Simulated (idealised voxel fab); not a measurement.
This is a process module. Its name is voxel capacitor over wiring.
Section shown: cut. Width: 200 nm. Cell size: 5 nm, square.
In this document a cross-section is written as a grid of square cells. It is given as a series of bands, listed from the top down, and a band is one or more rows of cells.
For a band, the entry starts with two heights in nm, that of the top and then that of the bottom, and carries on with the band's materials in order from left to right, each alongside its width in nm; the word "edge to edge" beside a single material means it fills the band edge to edge, and "blank" means empty space.
A quick word on heights: they are counted from 0, and under that level the wafer as it came to us is one material throughout. The lowest band is different from the rest in having no bottom; it simply continues downward, written as in "0 down".
Width: "30 to 40" (first number = top row, second number = bottom row, same change from row to row of cells).
No cell of the cross-section changed in a step that is given as "remained unchanged".
Listed in "Cavities, closed": every empty space of 8 or more cells without an open way to the top. Form: width x height at distance, the distance being from the left edge, all in nm.
On a step's line, text after the settings is the simulator commenting on that step.
overlay nm, on a step with a mask: how far to the right of its planned place the mask lay; to the left if negative

PLANNED STEP LIST FOR THE PROCESS
1 RECEIVE, material Si
2 CONFORMAL_DEP, material SiO2, thk nm 15
3 DIRECTIONAL_DEP, material TiN, thk nm 5
4 DIRECTIONAL_DEP, material Ru, thk nm 20
5 MASKED_ETCH, tone cover, mask id METAL_1, width nm 20, pitch nm 90, etch materials Ru, depth nm 20, overlay nm 0
6 MASKED_ETCH, tone cover, mask id METAL_1, width nm 20, pitch nm 90, etch materials TiN, depth nm 5, overlay nm 0
7 FILL_DEP, material SiO2, thk nm 10
8 CMP, height nm 40
9 CONFORMAL_DEP, material SiCN, thk nm 5
10 DIRECTIONAL_DEP, material lowk, thk nm 15
11 MASKED_ETCH, tone open, mask id PLUG_1, width nm 15, etch materials lowk, depth nm 15, overlay nm 0
12 MASKED_ETCH, tone open, mask id PLUG_1, width nm 15, etch materials SiCN, depth nm 5, overlay nm 0
13 EPI, material Ru, thk nm 10
14 EPI, material Ru, thk nm 10
15 DIRECTIONAL_DEP, material TiN, thk nm 10
16 DIRECTIONAL_DEP, material SiN, thk nm 5
17 DIRECTIONAL_DEP, material TiN, thk nm 10
18 DIRECTIONAL_DEP, material aC, thk nm 15
19 PATTERN, tone cover, mask id UPPER_PLATE, material resist, width nm 75, thk nm 30, overlay nm 0
20 DIRECTIONAL_ETCH, etch materials aC, depth nm 15
21 STRIP, etch materials resist
22 DIRECTIONAL_ETCH, etch materials TiN, depth nm 10
23 DIRECTIONAL_ETCH, etch materials SiN, depth nm 5
24 STRIP, etch materials aC
25 MASKED_ETCH, tone cover, mask id LOWER_PLATE, width nm 85, etch materials TiN, depth nm 10, overlay nm 0
26 FILL_DEP, material SiO2, thk nm 20
27 CMP, height nm 100
28 PATTERN, tone open, mask id PLUG_2, material resist, width nm 15, thk nm 15, overlay nm 0
29 DIRECTIONAL_ETCH, etch materials SiO2, depth nm 15
30 STRIP, etch materials resist
31 CONFORMAL_DEP, material TiN, thk nm 5
32 FILL_DEP, material W, thk nm 10
33 CMP, height nm 100
34 CONFORMAL_DEP, material SiCN, thk nm 5

THE FIRST OF TWO WAFERS, RUN AS PLANNED

HERE'S WHAT THE WAFER LOOKED LIKE IN CROSS-SECTION WHEN IT ARRIVED - THAT'S AFTER STEP 1
	0 down: Si edge to edge
	Cavities, closed: none

SECTIONAL VIEW: WAFER, AFTER STEP 2
	15 to 0: SiO2 edge to edge
	Everything under 0 stays put, no change at all.

SECTIONAL VIEW: WAFER, AFTER STEP 3
	20 to 15: TiN edge to edge
	Everything under 15 stays put, no change at all.

SECTIONAL VIEW: WAFER, AFTER STEP 4
	40 to 20: Ru edge to edge
	Everything under 20 stays put, no change at all.

SECTIONAL VIEW: WAFER, AFTER STEP 5
	40 to 20: 45 blank, 20 Ru, 70 blank, 20 Ru, 45 blank
	Everything under 20 stays put, no change at all.

SECTIONAL VIEW: WAFER, AFTER STEP 6
	40 to 20: 45 blank, 20 Ru, 70 blank, 20 Ru, 45 blank
	20 to 15: 45 blank, 20 TiN, 70 blank, 20 TiN, 45 blank
	Everything under 15 stays put, no change at all.

SECTIONAL VIEW: WAFER, AFTER STEP 7
	50 to 40: SiO2 edge to edge
	40 to 20: 45 SiO2, 20 Ru, 70 SiO2, 20 Ru, 45 SiO2
	20 to 15: 45 SiO2, 20 TiN, 70 SiO2, 20 TiN, 45 SiO2
	Everything under 15 stays put, no change at all.

SECTIONAL VIEW: WAFER, AFTER STEP 8
	40 to 20: 45 SiO2, 20 Ru, 70 SiO2, 20 Ru, 45 SiO2
	Everything under 20 stays put, no change at all.

SECTIONAL VIEW: WAFER, AFTER STEP 9
	45 to 40: SiCN edge to edge
	Everything under 40 stays put, no change at all.

SECTIONAL VIEW: WAFER, AFTER STEP 10
	60 to 45: lowk edge to edge
	Everything under 45 stays put, no change at all.

SECTIONAL VIEW: WAFER, AFTER STEP 11
	60 to 45: 50 lowk, 15 blank, 135 lowk
	Everything under 45 stays put, no change at all.

SECTIONAL VIEW: WAFER, AFTER STEP 12
	60 to 45: 50 lowk, 15 blank, 135 lowk
	45 to 40: 50 SiCN, 15 blank, 135 SiCN
	Everything under 40 stays put, no change at all.

SECTIONAL VIEW: WAFER, AFTER STEP 13
	60 to 50: 50 lowk, 15 blank, 135 lowk
	50 to 45: 50 lowk, 15 Ru, 135 lowk
	45 to 40: 50 SiCN, 15 Ru, 135 SiCN
	Everything under 40 stays put, no change at all.

SECTIONAL VIEW: WAFER, AFTER STEP 14
	60 to 45: 50 lowk, 15 Ru, 135 lowk
	Everything under 45 stays put, no change at all.

SECTIONAL VIEW: WAFER, AFTER STEP 15
	70 to 60: TiN edge to edge
	Everything under 60 stays put, no change at all.

SECTIONAL VIEW: WAFER, AFTER STEP 16
	75 to 70: SiN edge to edge
	Everything under 70 stays put, no change at all.

SECTIONAL VIEW: WAFER, AFTER STEP 17
	85 to 75: TiN edge to edge
	Everything under 75 stays put, no change at all.

SECTIONAL VIEW: WAFER, AFTER STEP 18
	100 to 85: aC edge to edge
	Everything under 85 stays put, no change at all.

SECTIONAL VIEW: WAFER, AFTER STEP 19
	130 to 100: 50 blank, 75 resist, 75 blank
	Everything under 100 stays put, no change at all.

SECTIONAL VIEW: WAFER, AFTER STEP 20
	115 to 100: 50 blank, 75 resist, 75 blank
	100 to 85: 50 blank, 75 aC, 75 blank
	Everything under 85 stays put, no change at all.

SECTIONAL VIEW: WAFER, AFTER STEP 21
	100 to 85: 50 blank, 75 aC, 75 blank
	Everything under 85 stays put, no change at all.

SECTIONAL VIEW: WAFER, AFTER STEP 22
	100 to 85: 50 blank, 75 aC, 75 blank
	85 to 75: 50 blank, 75 TiN, 75 blank
	Everything under 75 stays put, no change at all.

SECTIONAL VIEW: WAFER, AFTER STEP 23
	100 to 85: 50 blank, 75 aC, 75 blank
	85 to 75: 50 blank, 75 TiN, 75 blank
	75 to 70: 50 blank, 75 SiN, 75 blank
	Everything under 70 stays put, no change at all.

SECTIONAL VIEW: WAFER, AFTER STEP 24
	85 to 75: 50 blank, 75 TiN, 75 blank
	Everything under 75 stays put, no change at all.

SECTIONAL VIEW: WAFER, AFTER STEP 25
	85 to 75: 50 blank, 75 TiN, 75 blank
	75 to 70: 50 blank, 75 SiN, 75 blank
	70 to 60: 45 blank, 85 TiN, 70 blank
	Everything under 60 stays put, no change at all.

SECTIONAL VIEW: WAFER, AFTER STEP 26
	105 to 85: SiO2 edge to edge
	85 to 75: 50 SiO2, 75 TiN, 75 SiO2
	75 to 70: 50 SiO2, 75 SiN, 75 SiO2
	70 to 60: 45 SiO2, 85 TiN, 70 SiO2
	Everything under 60 stays put, no change at all.

SECTIONAL VIEW: WAFER, AFTER STEP 27
	100 to 85: SiO2 edge to edge
	Everything under 85 stays put, no change at all.

SECTIONAL VIEW: WAFER, AFTER STEP 28
	115 to 100: 60 resist, 15 blank, 125 resist
	Everything under 100 stays put, no change at all.

SECTIONAL VIEW: WAFER, AFTER STEP 29
	115 to 100: 60 resist, 15 blank, 125 resist
	100 to 85: 60 SiO2, 15 blank, 125 SiO2
	Everything under 85 stays put, no change at all.

SECTIONAL VIEW: WAFER, AFTER STEP 30
	100 to 85: 60 SiO2, 15 blank, 125 SiO2
	Everything under 85 stays put, no change at all.

SECTIONAL VIEW: WAFER, AFTER STEP 31
	105 to 100: 65 TiN, 5 blank, 130 TiN
	100 to 90: 60 SiO2, 5 TiN, 5 blank, 5 TiN, 125 SiO2
	90 to 85: 60 SiO2, 15 TiN, 125 SiO2
	Everything under 85 stays put, no change at all.

SECTIONAL VIEW: WAFER, AFTER STEP 32
	115 to 105: W edge to edge
	105 to 100: 65 TiN, 5 W, 130 TiN
	100 to 90: 60 SiO2, 5 TiN, 5 W, 5 TiN, 125 SiO2
	Everything under 90 stays put, no change at all.

SECTIONAL VIEW: WAFER, AFTER STEP 33
	100 to 90: 60 SiO2, 5 TiN, 5 W, 5 TiN, 125 SiO2
	Everything under 90 stays put, no change at all.

SECTIONAL VIEW: WAFER, AFTER STEP 34
	105 to 100: SiCN edge to edge
	Everything under 100 stays put, no change at all.

WAFER TWO. IDENTICAL START, IDENTICAL PLAN. ONE MISTAKE IN EXECUTION. IDENTICAL HISTORY THROUGH STEP 12

LOOK AT THE SECOND WAFER IN CROSS-SECTION AT THE TIME STEP 14 OUGHT TO HAVE FINISHED
	70 to 60: 40 blank, 35 Ru, 125 blank
	60 to 45: 50 lowk, 15 Ru, 135 lowk
	45 to 40: 50 SiCN, 15 Ru, 135 SiCN
	Everything under 40 stays put, no change at all.

LOOK AT THE SECOND WAFER IN CROSS-SECTION AT THE TIME STEP 15 OUGHT TO HAVE FINISHED
	80 to 70: 40 blank, 35 TiN, 125 blank
	70 to 60: 40 TiN, 35 Ru, 125 TiN
	Everything under 60 stays put, no change at all.

LOOK AT THE SECOND WAFER IN CROSS-SECTION AT THE TIME STEP 16 OUGHT TO HAVE FINISHED
	85 to 80: 40 blank, 35 SiN, 125 blank
	80 to 75: 40 blank, 35 TiN, 125 blank
	75 to 70: 40 SiN, 35 TiN, 125 SiN
	Everything under 70 stays put, no change at all.

LOOK AT THE SECOND WAFER IN CROSS-SECTION AT THE TIME STEP 17 OUGHT TO HAVE FINISHED
	95 to 85: 40 blank, 35 TiN, 125 blank
	85 to 80: 40 TiN, 35 SiN, 125 TiN
	80 to 75: TiN edge to edge
	Everything under 75 stays put, no change at all.

LOOK AT THE SECOND WAFER IN CROSS-SECTION AT THE TIME STEP 18 OUGHT TO HAVE FINISHED
	110 to 100: 40 blank, 35 aC, 125 blank
	100 to 95: aC edge to edge
	95 to 85: 40 aC, 35 TiN, 125 aC
	Everything under 85 stays put, no change at all.

LOOK AT THE SECOND WAFER IN CROSS-SECTION AT THE TIME STEP 19 OUGHT TO HAVE FINISHED
	140 to 110: 50 blank, 75 resist, 75 blank
	110 to 100: 40 blank, 35 aC, 50 resist, 75 blank
	Everything under 100 stays put, no change at all.

LOOK AT THE SECOND WAFER IN CROSS-SECTION AT THE TIME STEP 20 OUGHT TO HAVE FINISHED
	125 to 110: 50 blank, 75 resist, 75 blank
	110 to 100: 50 blank, 25 aC, 50 resist, 75 blank
	100 to 95: 50 blank, 75 aC, 75 blank
	95 to 85: 40 blank, 35 TiN, 50 aC, 75 blank
	Everything under 85 stays put, no change at all.

LOOK AT THE SECOND WAFER IN CROSS-SECTION AT THE TIME STEP 21 OUGHT TO HAVE FINISHED
	110 to 100: 50 blank, 25 aC, 125 blank
	Everything under 100 stays put, no change at all.

LOOK AT THE SECOND WAFER IN CROSS-SECTION AT THE TIME STEP 22 OUGHT TO HAVE FINISHED
	110 to 100: 50 blank, 25 aC, 125 blank
	100 to 95: 50 blank, 75 aC, 75 blank
	95 to 85: 50 blank, 25 TiN, 50 aC, 75 blank
	85 to 80: 40 blank, 35 SiN, 50 TiN, 75 blank
	80 to 75: 40 blank, 85 TiN, 75 blank
	Everything under 75 stays put, no change at all.

LOOK AT THE SECOND WAFER IN CROSS-SECTION AT THE TIME STEP 23 OUGHT TO HAVE FINISHED
	110 to 100: 50 blank, 25 aC, 125 blank
	100 to 95: 50 blank, 75 aC, 75 blank
	95 to 85: 50 blank, 25 TiN, 50 aC, 75 blank
	85 to 80: 50 blank, 25 SiN, 50 TiN, 75 blank
	80 to 75: 40 blank, 85 TiN, 75 blank
	75 to 70: 40 blank, 35 TiN, 50 SiN, 75 blank
	Everything under 70 stays put, no change at all.

LOOK AT THE SECOND WAFER IN CROSS-SECTION AT THE TIME STEP 24 OUGHT TO HAVE FINISHED
	95 to 85: 50 blank, 25 TiN, 125 blank
	Everything under 85 stays put, no change at all.

LOOK AT THE SECOND WAFER IN CROSS-SECTION AT THE TIME STEP 25 OUGHT TO HAVE FINISHED
	95 to 85: 50 blank, 25 TiN, 125 blank
	85 to 80: 50 blank, 25 SiN, 50 TiN, 75 blank
	80 to 75: 45 blank, 80 TiN, 75 blank
	75 to 70: 45 blank, 30 TiN, 50 SiN, 75 blank
	70 to 60: 40 blank, 35 Ru, 55 TiN, 70 blank
	Everything under 60 stays put, no change at all.

LOOK AT THE SECOND WAFER IN CROSS-SECTION AT THE TIME STEP 26 OUGHT TO HAVE FINISHED
	115 to 95: SiO2 edge to edge
	95 to 85: 50 SiO2, 25 TiN, 125 SiO2
	85 to 80: 50 SiO2, 25 SiN, 50 TiN, 75 SiO2
	80 to 75: 45 SiO2, 80 TiN, 75 SiO2
	75 to 70: 45 SiO2, 30 TiN, 50 SiN, 75 SiO2
	70 to 60: 40 SiO2, 35 Ru, 55 TiN, 70 SiO2
	Everything under 60 stays put, no change at all.

LOOK AT THE SECOND WAFER IN CROSS-SECTION AT THE TIME STEP 27 OUGHT TO HAVE FINISHED
	100 to 95: SiO2 edge to edge
	Everything under 95 stays put, no change at all.

LOOK AT THE SECOND WAFER IN CROSS-SECTION AT THE TIME STEP 28 OUGHT TO HAVE FINISHED
	115 to 100: 60 resist, 15 blank, 125 resist
	Everything under 100 stays put, no change at all.

LOOK AT THE SECOND WAFER IN CROSS-SECTION AT THE TIME STEP 29 OUGHT TO HAVE FINISHED
	115 to 100: 60 resist, 15 blank, 125 resist
	100 to 95: 60 SiO2, 15 blank, 125 SiO2
	Everything under 95 stays put, no change at all.

LOOK AT THE SECOND WAFER IN CROSS-SECTION AT THE TIME STEP 30 OUGHT TO HAVE FINISHED
	100 to 95: 60 SiO2, 15 blank, 125 SiO2
	Everything under 95 stays put, no change at all.

LOOK AT THE SECOND WAFER IN CROSS-SECTION AT THE TIME STEP 31 OUGHT TO HAVE FINISHED
	105 to 100: 65 TiN, 5 blank, 130 TiN
	100 to 95: 60 SiO2, 15 TiN, 125 SiO2
	Everything under 95 stays put, no change at all.

LOOK AT THE SECOND WAFER IN CROSS-SECTION AT THE TIME STEP 32 OUGHT TO HAVE FINISHED
	115 to 105: W edge to edge
	105 to 100: 65 TiN, 5 W, 130 TiN
	Everything under 100 stays put, no change at all.

LOOK AT THE SECOND WAFER IN CROSS-SECTION AT THE TIME STEP 33 OUGHT TO HAVE FINISHED
	100 to 95: 60 SiO2, 15 TiN, 125 SiO2
	Everything under 95 stays put, no change at all.

LOOK AT THE SECOND WAFER IN CROSS-SECTION AT THE TIME STEP 34 OUGHT TO HAVE FINISHED
	105 to 100: SiCN edge to edge
	Everything under 100 stays put, no change at all.
The mistake made against the process plan was this: twice-run step: one of the identical 13 and 14, not identifiable
Heads up, by the end the second wafer has more or fewer cells of some materials compared to the first: Ru: 14 more | SiO2: 8 fewer | TiN: 4 fewer | W: 2 fewer
